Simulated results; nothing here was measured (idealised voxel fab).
process module | voxel transistor to metal
cross-section cut | 250 nm wide | cells 5 nm
A cross-section is a grid of square cells, given in bands from the top down. A band is one or more rows of cells.
Each band's line starts with the height of the band's top and of its bottom, in nm. Then come its materials from left to right, each with its width in nm. One material with "throughout" fills the band from edge to edge. "air" is empty space.
Height 0 is the level under which the wafer as received is all one material. The lowest band goes on downwards, as in "0 down".
A width such as "30 to 40" changes by the same amount from each row of cells to the next, from the band's top row to its bottom row.
"no change" after a step means that no cell of the cross-section changed.
closed voids: empty space of 8 cells or more with no open way to the top, each as width x height at its distance from the left edge, in nm
after a step's settings: what the simulator itself notes on the step
overlay nm, on a step with a mask: how far to the right of its planned place the mask lay; to the left if negative
Each pair below shows a cross-section before one step and the cross-section after it, down to the lowest band that changed. The line under each pair gives the step between them, with its settings. The pairs can come from different runs of this module on the same starting wafer, so a pair continues from the pair above only where its "before" says so.
before
  115 to 110: TiN 25 | air 10 | TiN 110 | air 10 | TiN 95
  110 to 100: lowk 20 | TiN 5 | air 10 | TiN 5 | lowk 100 | TiN 5 | air 10 | TiN 5 | lowk 90
  100 to 95: lowk 20 | TiN 5 | air 5 | TiN 10 | lowk 100 | TiN 5 | air 5 | TiN 10 | lowk 90
  95 to 85: lowk 20 | TiN 5 | air 5 | TiN 5 | lowk 105 | TiN 5 | air 5 | TiN 5 | lowk 95
  85 to 80: SiCN 20 | TiN 15 | SiCN 105 | TiN 15 | SiCN 95
  80 to 55: lowk 20 | TiN 5 | Cu 10 | TiN 5 | lowk 50 | TiN 5 | Cu 10 | TiN 5 | lowk 30 | TiN 5 | Cu 10 | TiN 5 | lowk 50 | TiN 5 | Cu 10 | TiN 5 | lowk 20
  55 to 50: SiN 20 | TiN 20 | SiN 50 | TiN 20 | SiN 30 | TiN 20 | SiN 50 | TiN 20 | SiN 20
  50 to 35: SiO2 20 | TiN 5 | Ru 10 | TiN 5 | SiO2 50 | TiN 5 | Ru 10 | TiN 5 | SiO2 30 | TiN 5 | Ru 10 | TiN 5 | SiO2 50 | TiN 5 | Ru 10 | TiN 5 | SiO2 20
  35 to 25: SiO2 20 | TiN 5 | Ru 10 | TiN 5 | SiN 5 | SiO2 5 | SiCN 20 | SiO2 5 | SiN 5 | SiO2 10 | TiN 5 | Ru 10 | TiN 5 | SiO2 30 | TiN 5 | Ru 10 | TiN 5 | SiN 5 | SiO2 5 | SiCN 20 | SiO2 5 | SiN 5 | SiO2 10 | TiN 5 | Ru 10 | TiN 5 | SiO2 20
  25 to 10: SiO2 20 | TiN 5 | Ru 10 | TiN 5 | SiN 5 | SiO2 5 | polySi 25 | SiO2 5 | SiN 5 | SiO2 5 | TiN 5 | Ru 10 | TiN 5 | SiO2 30 | TiN 5 | Ru 10 | TiN 5 | SiN 5 | SiO2 5 | polySi 25 | SiO2 5 | SiN 5 | SiO2 5 | TiN 5 | Ru 10 | TiN 5 | SiO2 20
  10 to 5: SiO2 20 | TiN 20 | SiN 5 | SiO2 5 | polySi 25 | SiO2 5 | SiN 5 | SiO2 5 | TiN 20 | SiO2 30 | TiN 20 | SiN 5 | SiO2 5 | polySi 25 | SiO2 5 | SiN 5 | SiO2 5 | TiN 20 | SiO2 20
  5 to -5: SiO2 20 | TiN 5 | pSi 15 | SiN 5 | SiO2 5 | polySi 25 | SiO2 5 | SiN 5 | pSi 15 | TiN 10 | SiO2 30 | TiN 5 | pSi 15 | SiN 5 | SiO2 5 | polySi 25 | SiO2 5 | SiN 5 | pSi 15 | TiN 10 | SiO2 20
  -5 to -10: SiO2 20 | TiN 5 | pSi 15 | SiO2 45 | pSi 15 | TiN 10 | SiO2 30 | TiN 5 | pSi 15 | SiO2 45 | pSi 15 | TiN 10 | SiO2 20
  -10 to -25: SiO2 20 | pSi 20 | Si 45 | pSi 25 | SiO2 30 | pSi 20 | Si 45 | pSi 25 | SiO2 20
  -25 to -45: SiO2 20 | Si 90 | SiO2 30 | Si 90 | SiO2 20
  -45 down: Si throughout
  closed voids: none
after
  125 to 115: Cu throughout
  115 to 110: TiN 25 | Cu 10 | TiN 110 | Cu 10 | TiN 95
  110 to 100: lowk 20 | TiN 5 | Cu 10 | TiN 5 | lowk 100 | TiN 5 | Cu 10 | TiN 5 | lowk 90
  100 to 95: lowk 20 | TiN 5 | Cu 5 | TiN 10 | lowk 100 | TiN 5 | Cu 5 | TiN 10 | lowk 90
  95 to 85: lowk 20 | TiN 5 | Cu 5 | TiN 5 | lowk 105 | TiN 5 | Cu 5 | TiN 5 | lowk 95
  below 85: unchanged
  closed voids: none
the step between: op FILL_DEP | material Cu | thk nm 10
before: the cross-section after the pair above
after
  110 to 100: lowk 20 | TiN 5 | Cu 10 | TiN 5 | lowk 100 | TiN 5 | Cu 10 | TiN 5 | lowk 90
  below 100: unchanged
  closed voids: none
the step between: op CMP | height nm 110
before: the cross-section after the pair above
after
  115 to 110: SiN throughout
  below 110: unchanged
  closed voids: none
the step between: op CONFORMAL_DEP | material SiN | thk nm 5
before
  80 to 55: lowk 20 | TiN 5 | Cu 10 | TiN 5 | lowk 50 | TiN 5 | Cu 10 | TiN 5 | lowk 30 | TiN 5 | Cu 10 | TiN 5 | lowk 50 | TiN 5 | Cu 10 | TiN 5 | lowk 20
  55 to 50: SiN 20 | TiN 20 | SiN 50 | TiN 20 | SiN 30 | TiN 20 | SiN 50 | TiN 20 | SiN 20
  50 to 35: SiO2 20 | TiN 5 | Ru 10 | TiN 5 | SiO2 50 | TiN 5 | Ru 10 | TiN 5 | SiO2 30 | TiN 5 | Ru 10 | TiN 5 | SiO2 50 | TiN 5 | Ru 10 | TiN 5 | SiO2 20
  35 to 25: SiO2 20 | TiN 5 | Ru 10 | TiN 5 | SiO2 5 | SiN 5 | SiO2 5 | SiCN 20 | SiO2 5 | SiN 5 | SiO2 5 | TiN 5 | Ru 10 | TiN 5 | SiO2 30 | TiN 5 | Ru 10 | TiN 5 | SiO2 5 | SiN 5 | SiO2 5 | SiCN 20 | SiO2 5 | SiN 5 | SiO2 5 | TiN 5 | Ru 10 | TiN 5 | SiO2 20
  25 to 10: SiO2 20 | TiN 5 | Ru 10 | TiN 5 | SiO2 5 | SiN 5 | SiO2 5 | polySi 20 | SiO2 5 | SiN 5 | SiO2 5 | TiN 5 | Ru 10 | TiN 5 | SiO2 30 | TiN 5 | Ru 10 | TiN 5 | SiO2 5 | SiN 5 | SiO2 5 | polySi 20 | SiO2 5 | SiN 5 | SiO2 5 | TiN 5 | Ru 10 | TiN 5 | SiO2 20
  10 to 5: SiO2 20 | TiN 20 | SiO2 5 | SiN 5 | SiO2 5 | polySi 20 | SiO2 5 | SiN 5 | SiO2 5 | TiN 20 | SiO2 30 | TiN 20 | SiO2 5 | SiN 5 | SiO2 5 | polySi 20 | SiO2 5 | SiN 5 | SiO2 5 | TiN 20 | SiO2 20
  5 to -5: SiO2 20 | TiN 10 | pSi 15 | SiN 5 | SiO2 5 | polySi 20 | SiO2 5 | SiN 5 | pSi 15 | TiN 10 | SiO2 30 | TiN 10 | pSi 15 | SiN 5 | SiO2 5 | polySi 20 | SiO2 5 | SiN 5 | pSi 15 | TiN 10 | SiO2 20
  -5 to -10: SiO2 20 | TiN 10 | pSi 15 | SiO2 40 | pSi 15 | TiN 10 | SiO2 30 | TiN 10 | pSi 15 | SiO2 40 | pSi 15 | TiN 10 | SiO2 20
  -10 to -25: SiO2 20 | pSi 25 | Si 40 | pSi 25 | SiO2 30 | pSi 25 | Si 40 | pSi 25 | SiO2 20
  -25 to -45: SiO2 20 | Si 90 | SiO2 30 | Si 90 | SiO2 20
  -45 down: Si throughout
  closed voids: none
after
  85 to 80: TiN throughout
  below 80: unchanged
  closed voids: none
the step between: op CONFORMAL_DEP | material TiN | thk nm 5
before: the cross-section after the pair above
after
  110 to 85: lowk throughout
  below 85: unchanged
  closed voids: none
the step between: op DIRECTIONAL_DEP | material lowk | thk nm 25
before: the cross-section after the pair above
after
  130 to 110: resist 20 | air 20 | resist 100 | air 20 | resist 90
  below 110: unchanged
  closed voids: none
the step between: op PATTERN | tone open | mask id METAL_2 | material resist | width nm 20 | pitch nm 120 | thk nm 20 | overlay nm 0
before: the cross-section after the pair above
after
  130 to 110: resist 20 | air 20 | resist 100 | air 20 | resist 90
  110 to 95: lowk 20 | air 20 | lowk 100 | air 20 | lowk 90
  below 95: unchanged
  closed voids: none
the step between: op DIRECTIONAL_ETCH | etch materials lowk | depth nm 15
before: the cross-section after the pair above
after
  110 to 95: lowk 20 | air 20 | lowk 100 | air 20 | lowk 90
  below 95: unchanged
  closed voids: none
the step between: op STRIP | etch materials resist
before: the cross-section after the pair above
after
  130 to 110: resist 20 | air 15 | resist 105 | air 15 | resist 95
  110 to 95: lowk 20 | air 15 | resist 5 | lowk 100 | air 15 | resist 5 | lowk 90
  below 95: unchanged
  closed voids: none
the step between: op PATTERN | tone open | mask id METAL_2_HOLES | material resist | width nm 15 | pitch nm 120 | thk nm 20 | overlay nm 0
before: the cross-section after the pair above
after
  130 to 110: resist 20 | air 15 | resist 105 | air 15 | resist 95
  110 to 95: lowk 20 | air 15 | resist 5 | lowk 100 | air 15 | resist 5 | lowk 90
  95 to 85: lowk 20 | air 15 | lowk 105 | air 15 | lowk 95
  below 85: unchanged
  closed voids: none
the step between: op DIRECTIONAL_ETCH | etch materials lowk | depth nm 10
before: the cross-section after the pair above
after
  110 to 95: lowk 20 | air 20 | lowk 100 | air 20 | lowk 90
  below 95: unchanged
  closed voids: none
the step between: op STRIP | etch materials resist
before: the cross-section after the pair above
after
  115 to 110: TiN 25 | air 10 | TiN 110 | air 10 | TiN 95
  110 to 100: lowk 20 | TiN 5 | air 10 | TiN 5 | lowk 100 | TiN 5 | air 10 | TiN 5 | lowk 90
  100 to 90: lowk 20 | TiN 5 | air 5 | TiN 10 to 5 | lowk 100 to 105 | TiN 5 | air 5 | TiN 10 to 5 | lowk 90 to 95
  90 to 85: lowk 20 | TiN 15 | lowk 105 | TiN 15 | lowk 95
  below 85: unchanged
  closed voids: none
the step between: op CONFORMAL_DEP | material TiN | thk nm 5
before: the cross-section after the pair above
after
  125 to 115: Cu throughout
  115 to 110: TiN 25 | Cu 10 | TiN 110 | Cu 10 | TiN 95
  110 to 100: lowk 20 | TiN 5 | Cu 10 | TiN 5 | lowk 100 | TiN 5 | Cu 10 | TiN 5 | lowk 90
  100 to 90: lowk 20 | TiN 5 | Cu 5 | TiN 10 to 5 | lowk 100 to 105 | TiN 5 | Cu 5 | TiN 10 to 5 | lowk 90 to 95
  below 90: unchanged
  closed voids: none
the step between: op FILL_DEP | material Cu | thk nm 10
before: the cross-section after the pair above
after
  110 to 100: lowk 20 | TiN 5 | Cu 10 | TiN 5 | lowk 100 | TiN 5 | Cu 10 | TiN 5 | lowk 90
  below 100: unchanged
  closed voids: none
the step between: op CMP | height nm 110
before: the cross-section after the pair above
after
  115 to 110: SiN throughout
  below 110: unchanged
  closed voids: none
the step between: op CONFORMAL_DEP | material SiN | thk nm 5
before
  90 to 80: aC throughout
  80 to 55: lowk throughout
  55 to 50: SiN throughout
  50 to 35: SiO2 20 | TiN 5 | Ru 10 | TiN 5 | SiO2 50 | TiN 5 | Ru 10 | TiN 5 | SiO2 30 | TiN 5 | Ru 10 | TiN 5 | SiO2 50 | TiN 5 | Ru 10 | TiN 5 | SiO2 20
  35 to 25: SiO2 20 | TiN 5 | Ru 10 | TiN 5 | SiO2 5 | SiN 5 | SiO2 5 | SiCN 20 | SiO2 5 | SiN 5 | SiO2 5 | TiN 5 | Ru 10 | TiN 5 | SiO2 30 | TiN 5 | Ru 10 | TiN 5 | SiO2 5 | SiN 5 | SiO2 5 | SiCN 20 | SiO2 5 | SiN 5 | SiO2 5 | TiN 5 | Ru 10 | TiN 5 | SiO2 20
  25 to 10: SiO2 20 | TiN 5 | Ru 10 | TiN 5 | SiO2 5 | SiN 5 | SiO2 5 | polySi 20 | SiO2 5 | SiN 5 | SiO2 5 | TiN 5 | Ru 10 | TiN 5 | SiO2 30 | TiN 5 | Ru 10 | TiN 5 | SiO2 5 | SiN 5 | SiO2 5 | polySi 20 | SiO2 5 | SiN 5 | SiO2 5 | TiN 5 | Ru 10 | TiN 5 | SiO2 20
  10 to 5: SiO2 20 | TiN 20 | SiO2 5 | SiN 5 | SiO2 5 | polySi 20 | SiO2 5 | SiN 5 | SiO2 5 | TiN 20 | SiO2 30 | TiN 20 | SiO2 5 | SiN 5 | SiO2 5 | polySi 20 | SiO2 5 | SiN 5 | SiO2 5 | TiN 20 | SiO2 20
  5 to -5: SiO2 20 | TiN 10 | pSi 15 | SiN 5 | SiO2 5 | polySi 20 | SiO2 5 | SiN 5 | pSi 15 | TiN 10 | SiO2 30 | TiN 10 | pSi 15 | SiN 5 | SiO2 5 | polySi 20 | SiO2 5 | SiN 5 | pSi 15 | TiN 10 | SiO2 20
  -5 to -10: SiO2 20 | TiN 10 | pSi 15 | SiO2 40 | pSi 15 | TiN 10 | SiO2 30 | TiN 10 | pSi 15 | SiO2 40 | pSi 15 | TiN 10 | SiO2 20
  -10 to -25: SiO2 20 | pSi 25 | Si 40 | pSi 25 | SiO2 30 | pSi 25 | Si 40 | pSi 25 | SiO2 20
  -25 to -45: SiO2 20 | Si 90 | SiO2 30 | Si 90 | SiO2 20
  -45 down: Si throughout
  closed voids: none
after
  115 to 90: air 20 | resist 20 | air 50 | resist 20 | air 30 | resist 20 | air 50 | resist 20 | air 20
  below 90: unchanged
  closed voids: none
the step between: op PATTERN | tone cover | mask id METAL_1 | material resist | width nm 20 | thk nm 25 | overlay nm 0
before: the cross-section after the pair above
after
  105 to 90: air 20 | resist 20 | air 50 | resist 20 | air 30 | resist 20 | air 50 | resist 20 | air 20
  90 to 80: air 20 | aC 20 | air 50 | aC 20 | air 30 | aC 20 | air 50 | aC 20 | air 20
  below 80: unchanged
  closed voids: none
the step between: op DIRECTIONAL_ETCH | etch materials aC | depth nm 10
before: the cross-section after the pair above
after
  90 to 80: air 20 | aC 20 | air 50 | aC 20 | air 30 | aC 20 | air 50 | aC 20 | air 20
  below 80: unchanged
  closed voids: none
the step between: op STRIP | etch materials resist
before: the cross-section after the pair above
after
  90 to 80: air 20 | aC 20 | air 50 | aC 20 | air 30 | aC 20 | air 50 | aC 20 | air 20
  80 to 55: air 20 | lowk 20 | air 50 | lowk 20 | air 30 | lowk 20 | air 50 | lowk 20 | air 20
  below 55: unchanged
  closed voids: none
the step between: op DIRECTIONAL_ETCH | etch materials lowk | depth nm 25
before: the cross-section after the pair above
after
  90 to 80: air 20 | aC 20 | air 50 | aC 20 | air 30 | aC 20 | air 50 | aC 20 | air 20
  80 to 55: air 20 | lowk 20 | air 50 | lowk 20 | air 30 | lowk 20 | air 50 | lowk 20 | air 20
  55 to 50: air 20 | SiN 20 | air 50 | SiN 20 | air 30 | SiN 20 | air 50 | SiN 20 | air 20
  below 50: unchanged
  closed voids: none
the step between: op DIRECTIONAL_ETCH | etch materials SiN | depth nm 5
before: the cross-section after the pair above
after
  80 to 55: air 20 | lowk 20 | air 50 | lowk 20 | air 30 | lowk 20 | air 50 | lowk 20 | air 20
  below 55: unchanged
  closed voids: none
the step between: op STRIP | etch materials aC
before: the cross-section after the pair above
after
  85 to 80: air 15 | TiN 30 | air 40 | TiN 30 | air 20 | TiN 30 | air 40 | TiN 30 | air 15
  80 to 55: air 15 | TiN 5 | lowk 20 | TiN 5 | air 40 | TiN 5 | lowk 20 | TiN 5 | air 20 | TiN 5 | lowk 20 | TiN 5 | air 40 | TiN 5 | lowk 20 | TiN 5 | air 15
  55 to 50: TiN 20 | SiN 20 | TiN 50 | SiN 20 | TiN 30 | SiN 20 | TiN 50 | SiN 20 | TiN 20
  below 50: unchanged
  closed voids: none
the step between: op CONFORMAL_DEP | material TiN | thk nm 5
before: the cross-section after the pair above
after
  90 to 85: Cu throughout
  85 to 80: Cu 15 | TiN 30 | Cu 40 | TiN 30 | Cu 20 | TiN 30 | Cu 40 | TiN 30 | Cu 15
  80 to 55: Cu 15 | TiN 5 | lowk 20 | TiN 5 | Cu 40 | TiN 5 | lowk 20 | TiN 5 | Cu 20 | TiN 5 | lowk 20 | TiN 5 | Cu 40 | TiN 5 | lowk 20 | TiN 5 | Cu 15
  below 55: unchanged
  closed voids: none
the step between: op FILL_DEP | material Cu | thk nm 5
before: the cross-section after the pair above
after
  80 to 55: Cu 15 | TiN 5 | lowk 20 | TiN 5 | Cu 40 | TiN 5 | lowk 20 | TiN 5 | Cu 20 | TiN 5 | lowk 20 | TiN 5 | Cu 40 | TiN 5 | lowk 20 | TiN 5 | Cu 15
  below 55: unchanged
  closed voids: none
the step between: op CMP | height nm 80
before: the cross-section after the pair above
after
  85 to 80: SiCN throughout
  below 80: unchanged
  closed voids: none
the step between: op CONFORMAL_DEP | material SiCN | thk nm 5
before: the cross-section after the pair above
after
  110 to 85: lowk throughout
  below 85: unchanged
  closed voids: none
the step between: op DIRECTIONAL_DEP | material lowk | thk nm 25
before: the cross-section after the pair above
after
  130 to 110: resist 20 | air 20 | resist 100 | air 20 | resist 90
  below 110: unchanged
  closed voids: none
the step between: op PATTERN | tone open | mask id METAL_2 | material resist | width nm 20 | pitch nm 120 | thk nm 20 | overlay nm 0
before: the cross-section after the pair above
after
  130 to 110: resist 20 | air 20 | resist 100 | air 20 | resist 90
  110 to 95: lowk 20 | air 20 | lowk 100 | air 20 | lowk 90
  below 95: unchanged
  closed voids: none
the step between: op DIRECTIONAL_ETCH | etch materials lowk | depth nm 15
before: the cross-section after the pair above
after
  110 to 95: lowk 20 | air 20 | lowk 100 | air 20 | lowk 90
  below 95: unchanged
  closed voids: none
the step between: op STRIP | etch materials resist
before: the cross-section after the pair above
after
  130 to 110: resist 20 | air 15 | resist 105 | air 15 | resist 95
  110 to 95: lowk 20 | air 15 | resist 5 | lowk 100 | air 15 | resist 5 | lowk 90
  below 95: unchanged
  closed voids: none
the step between: op PATTERN | tone open | mask id METAL_2_HOLES | material resist | width nm 15 | pitch nm 120 | thk nm 20 | overlay nm 0
before: the cross-section after the pair above
after
  130 to 110: resist 20 | air 15 | resist 105 | air 15 | resist 95
  110 to 95: lowk 20 | air 15 | resist 5 | lowk 100 | air 15 | resist 5 | lowk 90
  95 to 85: lowk 20 | air 15 | lowk 105 | air 15 | lowk 95
  below 85: unchanged
  closed voids: none
the step between: op DIRECTIONAL_ETCH | etch materials lowk | depth nm 10
before: the cross-section after the pair above
after
  130 to 110: resist 20 | air 15 | resist 105 | air 15 | resist 95
  110 to 95: lowk 20 | air 15 | resist 5 | lowk 100 | air 15 | resist 5 | lowk 90
  95 to 85: lowk 20 | air 15 | lowk 105 | air 15 | lowk 95
  85 to 80: SiCN 20 | air 15 | SiCN 105 | air 15 | SiCN 95
  below 80: unchanged
  closed voids: none
the step between: op DIRECTIONAL_ETCH | etch materials SiCN | depth nm 5
before: the cross-section after the pair above
after
  110 to 95: lowk 20 | air 20 | lowk 100 | air 20 | lowk 90
  below 95: unchanged
  closed voids: none
the step between: op STRIP | etch materials resist
before: the cross-section after the pair above
after
  115 to 110: TiN 25 | air 10 | TiN 110 | air 10 | TiN 95
  110 to 100: lowk 20 | TiN 5 | air 10 | TiN 5 | lowk 100 | TiN 5 | air 10 | TiN 5 | lowk 90
  100 to 95: lowk 20 | TiN 5 | air 5 | TiN 10 | lowk 100 | TiN 5 | air 5 | TiN 10 | lowk 90
  95 to 85: lowk 20 | TiN 5 | air 5 | TiN 5 | lowk 105 | TiN 5 | air 5 | TiN 5 | lowk 95
  85 to 80: SiCN 20 | TiN 15 | SiCN 105 | TiN 15 | SiCN 95
  below 80: unchanged
  closed voids: none
the step between: op CONFORMAL_DEP | material TiN | thk nm 5
before: the cross-section after the pair above
after
  125 to 115: Cu throughout
  115 to 110: TiN 25 | Cu 10 | TiN 110 | Cu 10 | TiN 95
  110 to 100: lowk 20 | TiN 5 | Cu 10 | TiN 5 | lowk 100 | TiN 5 | Cu 10 | TiN 5 | lowk 90
  100 to 95: lowk 20 | TiN 5 | Cu 5 | TiN 10 | lowk 100 | TiN 5 | Cu 5 | TiN 10 | lowk 90
  95 to 85: lowk 20 | TiN 5 | Cu 5 | TiN 5 | lowk 105 | TiN 5 | Cu 5 | TiN 5 | lowk 95
  below 85: unchanged
  closed voids: none
the step between: op FILL_DEP | material Cu | thk nm 10
before: the cross-section after the pair above
after
  110 to 100: lowk 20 | TiN 5 | Cu 10 | TiN 5 | lowk 100 | TiN 5 | Cu 10 | TiN 5 | lowk 90
  below 100: unchanged
  closed voids: none
the step between: op CMP | height nm 110
before: the cross-section after the pair above
after
  115 to 110: SiN throughout
  below 110: unchanged
  closed voids: none
the step between: op CONFORMAL_DEP | material SiN | thk nm 5
